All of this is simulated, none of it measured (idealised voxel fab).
process module | voxel transistor to metal
cross-section cut | 195 nm wide | cells 5 nm
A cross-section is a grid of square cells, given in bands from the top down. A band is one or more rows of cells.
Each band's line starts with the height of the band's top and of its bottom, in nm. Then come its materials from left to right, each with its width in nm. One material with "throughout" fills the band from edge to edge. "air" is empty space.
Height 0 is the level under which the wafer as received is all one material. The lowest band goes on downwards, as in "0 down".
A width such as "30 to 40" changes by the same amount from each row of cells to the next, from the band's top row to its bottom row.
"no change" after a step means that no cell of the cross-section changed.
closed voids: empty space of 8 cells or more with no open way to the top, each as width x height at its distance from the left edge, in nm
after a step's settings: what the simulator itself notes on the step
overlay nm, on a step with a mask: how far to the right of its planned place the mask lay; to the left if negative
plan
1 op RECEIVE | material Si
2 op OXIDIZE | depth nm 5
3 op CONFORMAL_DEP | material SiN | thk nm 10
4 op MASKED_ETCH | tone cover | mask id ACTIVE | width nm 115 | etch materials SiN | depth nm 10 | overlay nm 0
5 op MASKED_ETCH | tone cover | mask id ACTIVE | width nm 115 | etch materials SiO2 | depth nm 5 | overlay nm 0
6 op MASKED_ETCH | tone cover | mask id ACTIVE | width nm 115 | etch materials Si | depth nm 35 | overlay nm 0
7 op FILL_DEP | material SiO2 | thk nm 10
8 op CMP | height nm 10
9 op SELECTIVE_ETCH | etch materials SiO2 | depth nm 10
10 op STRIP | etch materials SiN
11 op SELECTIVE_ETCH | etch materials SiO2 | depth nm 5
12 op OXIDIZE | depth nm 5
13 op DIRECTIONAL_DEP | material polySi | thk nm 30
14 op DIRECTIONAL_DEP | material SiCN | thk nm 15
15 op DIRECTIONAL_DEP | material aC | thk nm 10
16 op PATTERN | tone cover | mask id GATE | material resist | width nm 25 | thk nm 30 | overlay nm 0
17 op DIRECTIONAL_ETCH | etch materials aC | depth nm 10
18 op STRIP | etch materials resist
19 op DIRECTIONAL_ETCH | etch materials SiCN | depth nm 25
20 op DIRECTIONAL_ETCH | etch materials polySi | depth nm 40
21 op STRIP | etch materials aC
22 op CONFORMAL_DEP | material SiO2 | thk nm 5
23 op DIRECTIONAL_ETCH | etch materials SiO2 | depth nm 5
24 op CONFORMAL_DEP | material SiN | thk nm 5
25 op DIRECTIONAL_ETCH | etch materials SiN | depth nm 5
26 op DIRECTIONAL_ETCH | etch materials SiO2 | depth nm 5
27 op EPI | material nSi | thk nm 5
28 op FILL_DEP | material SiO2 | thk nm 10
29 op CMP | height nm 40
30 op DIRECTIONAL_DEP | material SiO2 | thk nm 10
31 op PATTERN | tone open | mask id CONTACT | material resist | width nm 15 | pitch nm 80 | thk nm 15 | overlay nm 0
32 op DIRECTIONAL_ETCH | etch materials SiO2 | depth nm 55
33 op STRIP | etch materials resist
34 op CONFORMAL_DEP | material TiN | thk nm 5
35 op FILL_DEP | material Ru | thk nm 10
36 op CMP | height nm 50
37 op CONFORMAL_DEP | material SiN | thk nm 5
38 op DIRECTIONAL_DEP | material SiO2 | thk nm 20
39 op DIRECTIONAL_DEP | material aC | thk nm 15
40 op PATTERN | tone open | mask id METAL_1 | material resist | width nm 15 | pitch nm 80 | thk nm 35 | overlay nm 0
41 op DIRECTIONAL_ETCH | etch materials aC | depth nm 15
42 op STRIP | etch materials resist
43 op DIRECTIONAL_ETCH | etch materials SiO2 | depth nm 20
44 op DIRECTIONAL_ETCH | etch materials SiN | depth nm 5
45 op STRIP | etch materials aC
46 op CONFORMAL_DEP | material TiN | thk nm 5
47 op FILL_DEP | material Cu | thk nm 10
48 op CMP | height nm 75
49 op CONFORMAL_DEP | material SiCN | thk nm 5
as received, after step 1
  0 down: Si throughout
  closed voids: none
first wafer at the end, as planned
  80 to 75: SiCN throughout
  75 to 55: SiO2 50 | TiN 5 | Cu 5 | TiN 5 | SiO2 65 | TiN 5 | Cu 5 | TiN 5 | SiO2 50
  55 to 50: SiN 50 | TiN 15 | SiN 65 | TiN 15 | SiN 50
  50 to 40: SiO2 50 | TiN 5 | Ru 5 | TiN 5 | SiO2 65 | TiN 5 | Ru 5 | TiN 5 | SiO2 50
  40 to 25: SiO2 50 | TiN 5 | Ru 5 | TiN 5 | SiO2 10 | SiN 5 | SiO2 5 | SiCN 25 | SiO2 5 | SiN 5 | SiO2 10 | TiN 5 | Ru 5 | TiN 5 | SiO2 50
  25 to 0: SiO2 50 | TiN 5 | Ru 5 | TiN 5 | SiO2 10 | SiN 5 | SiO2 5 | polySi 25 | SiO2 5 | SiN 5 | SiO2 10 | TiN 5 | Ru 5 | TiN 5 | SiO2 50
  0 to -5: SiO2 50 | TiN 15 | SiO2 10 | SiN 5 | SiO2 5 | polySi 25 | SiO2 5 | SiN 5 | SiO2 10 | TiN 15 | SiO2 50
  -5 to -10: SiO2 35 | nSi 40 | SiO2 45 | nSi 40 | SiO2 35
  -10 to -40: SiO2 40 | Si 115 | SiO2 40
  -40 down: Si throughout
  closed voids: none
second wafer at the end: like start, like plan, one mistake
  80 to 75: SiCN throughout
  75 to 55: SiO2 50 | TiN 5 | Cu 5 | TiN 5 | SiO2 65 | TiN 5 | Cu 5 | TiN 5 | SiO2 50
  55 to 50: SiN 50 | TiN 15 | SiN 65 | TiN 15 | SiN 50
  50 to 40: SiO2 50 | TiN 5 | Ru 5 | TiN 5 | SiO2 65 | TiN 5 | Ru 5 | TiN 5 | SiO2 50
  40 to 35: SiO2 50 | TiN 5 | Ru 5 | TiN 5 | SiO2 10 | SiN 5 | SiO2 5 | SiCN 25 | SiO2 5 | SiN 5 | SiO2 10 | TiN 5 | Ru 5 | TiN 5 | SiO2 50
  35 to 30: SiO2 50 | TiN 15 | SiO2 10 | SiN 5 | SiO2 5 | SiCN 25 | SiO2 5 | SiN 5 | SiO2 10 | TiN 15 | SiO2 50
  30 to 25: SiCN throughout
  25 to -5: polySi throughout
  -5 to -10: SiO2 throughout
  -10 to -40: SiO2 40 | Si 115 | SiO2 40
  -40 down: Si throughout
  closed voids: none
what went wrong: step 14 was run twice
at the end the second wafer has, in cells: 14 fewer of Ru | 34 more of SiCN | 14 fewer of SiN | 166 fewer of SiO2 | 28 fewer of TiN | 16 fewer of nSi | 204 more of polySi
